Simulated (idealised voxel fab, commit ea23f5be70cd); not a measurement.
Title: Process Module voxel gate over fins
Shown is cross-section cut, with a width of 210 nm and square cells of size 5 nm.
Reading order for cross-sections: top band down to bottom band. Underlying form: a grid of square cells. Band size: one or more rows of cells.
Per band: top height and bottom height in nm, followed by the left-to-right materials and their widths in nm; "everywhere" marks a single material spanning edge to edge, "blank" marks empty space.
All heights in this document are referenced to 0, defined as the level beneath which the wafer, as received, consists entirely of one material. The lowest band is not bounded below; it extends indefinitely downward and is written in the form "z 0 and below".
Quick explanation for "30 to 40": the width changes in equal steps down the rows of cells, from the first number in the band's top row to the second number in its bottom row.
It should be understood that the words "no modification", when stated for a given step, signify that the cross-section underwent no change in any of its cells during that step.
Under "Encapsulated voids" you'll find the enclosed gaps, the ones with no way out to the top, that are 8 cells or bigger; each reads width x height at distance, with distance counted from the left edge, everything in nm.
Step line, after settings: the simulator's comment on this step.
overlay nm: on a step with a mask, how far right of its planned place the mask lay; negative means left.

## Set out below are the planned steps of the process
| 1 | RECEIVE with material Si |
| 2 | CONFORMAL_DEP with material SiN, thk nm 10 |
| 3 | DIRECTIONAL_DEP with material aC, thk nm 10 |
| 4 | PATTERN with tone cover, mask id FINS, material resist, width nm 15, pitch nm 55, thk nm 30, overlay nm 0 |
| 5 | DIRECTIONAL_ETCH with etch materials aC, depth nm 10 |
| 6 | STRIP with etch materials resist |
| 7 | DIRECTIONAL_ETCH with etch materials SiN, depth nm 10 |
| 8 | DIRECTIONAL_ETCH with etch materials Si, depth nm 35 |
| 9 | STRIP with etch materials aC |
| 10 | FILL_DEP with material SiO2, thk nm 15 |
| 11 | CMP with height nm 10 |
| 12 | DIRECTIONAL_DEP with material aC, thk nm 10 |
| 13 | PATTERN with tone open, mask id RAIL, material resist, width nm 15, thk nm 25, overlay nm 0 |
| 14 | DIRECTIONAL_ETCH with etch materials aC, depth nm 10 |
| 15 | STRIP with etch materials resist |
| 16 | DIRECTIONAL_ETCH with etch materials SiO2, depth nm 40 |
| 17 | STRIP with etch materials aC |
| 18 | CONFORMAL_DEP with material TiN, thk nm 5 |
| 19 | FILL_DEP with material W, thk nm 10 |
| 20 | CMP with height nm 10 |
| 21 | SELECTIVE_ETCH with etch materials W Ru TiN, depth nm 30 |
| 22 | FILL_DEP with material SiO2, thk nm 5 |
| 23 | CMP with height nm 10 |
| 24 | SELECTIVE_ETCH with etch materials SiO2, depth nm 20 |
| 25 | STRIP with etch materials SiN |
| 26 | CONFORMAL_DEP with material HfO2, thk nm 5 |
| 27 | CONFORMAL_DEP with material TiN, thk nm 5 |
| 28 | CONFORMAL_DEP with material TiAl, thk nm 5 |
| 29 | CONFORMAL_DEP with material TiN, thk nm 5 |
| 30 | FILL_DEP with material W, thk nm 15 |
| 31 | CMP with height nm 30 |
| 32 | CONFORMAL_DEP with material SiCN, thk nm 10 |

## as received, after step 1
    z 0 and below | Si everywhere
    Encapsulated voids: none

## This is how the wafer looks in cross-section once the module is done, given the starting state and plan above and one mistake in carrying the plan out
    z 40 to 30 | SiCN everywhere
    z 30 to 20 | W everywhere
    z 20 to 15 | W 20 nm, then TiN 165 nm, then W 25 nm
    z 15 to 10 | W 20 nm, then TiN 5 nm, then TiAl 45 nm, then TiN 10 nm, then TiAl 45 nm, then TiN 10 nm, then TiAl 45 nm, then TiN 5 nm, then W 25 nm
    z 10 to 5 | TiN 25 nm, then TiAl 5 nm, then TiN 35 nm, then TiAl 5 nm, then TiN 10 nm, then TiAl 5 nm, then TiN 35 nm, then TiAl 5 nm, then TiN 10 nm, then TiAl 5 nm, then TiN 35 nm, then TiAl 5 nm, then TiN 30 nm
    z 5 to 0 | TiAl 30 nm, then TiN 5 nm, then HfO2 25 nm, then TiN 5 nm, then TiAl 20 nm, then TiN 5 nm, then HfO2 25 nm, then TiN 5 nm, then TiAl 20 nm, then TiN 5 nm, then HfO2 25 nm, then TiN 5 nm, then TiAl 35 nm
    z 0 to -5 | TiN 35 nm, then HfO2 5 nm, then Si 15 nm, then HfO2 5 nm, then TiN 30 nm, then HfO2 5 nm, then Si 15 nm, then HfO2 5 nm, then TiN 30 nm, then HfO2 5 nm, then Si 15 nm, then HfO2 5 nm, then TiN 40 nm
    z -5 to -10 | HfO2 40 nm, then Si 15 nm, then HfO2 40 nm, then Si 15 nm, then HfO2 40 nm, then Si 15 nm, then HfO2 45 nm
    z -10 to -20 | SiO2 40 nm, then Si 15 nm, then SiO2 40 nm, then Si 15 nm, then SiO2 40 nm, then Si 15 nm, then SiO2 45 nm
    z -20 to -25 | SiO2 40 nm, then Si 15 nm, then SiO2 5 nm, then TiN 5 nm, then W 15 nm, then TiN 5 nm, then SiO2 10 nm, then Si 15 nm, then SiO2 40 nm, then Si 15 nm, then SiO2 45 nm
    z -25 to -30 | SiO2 40 nm, then Si 15 nm, then SiO2 5 nm, then TiN 25 nm, then SiO2 10 nm, then Si 15 nm, then SiO2 40 nm, then Si 15 nm, then SiO2 45 nm
    z -30 to -35 | SiO2 40 nm, then Si 15 nm, then SiO2 40 nm, then Si 15 nm, then SiO2 40 nm, then Si 15 nm, then SiO2 45 nm
    z -35 and below | Si everywhere
    Encapsulated voids: none
What went wrong in running the wafer? step 13 was not run as planned; what actually ran was PATTERN with tone open, mask id RAIL, material resist, width nm 25, thk nm 25, overlay nm 0
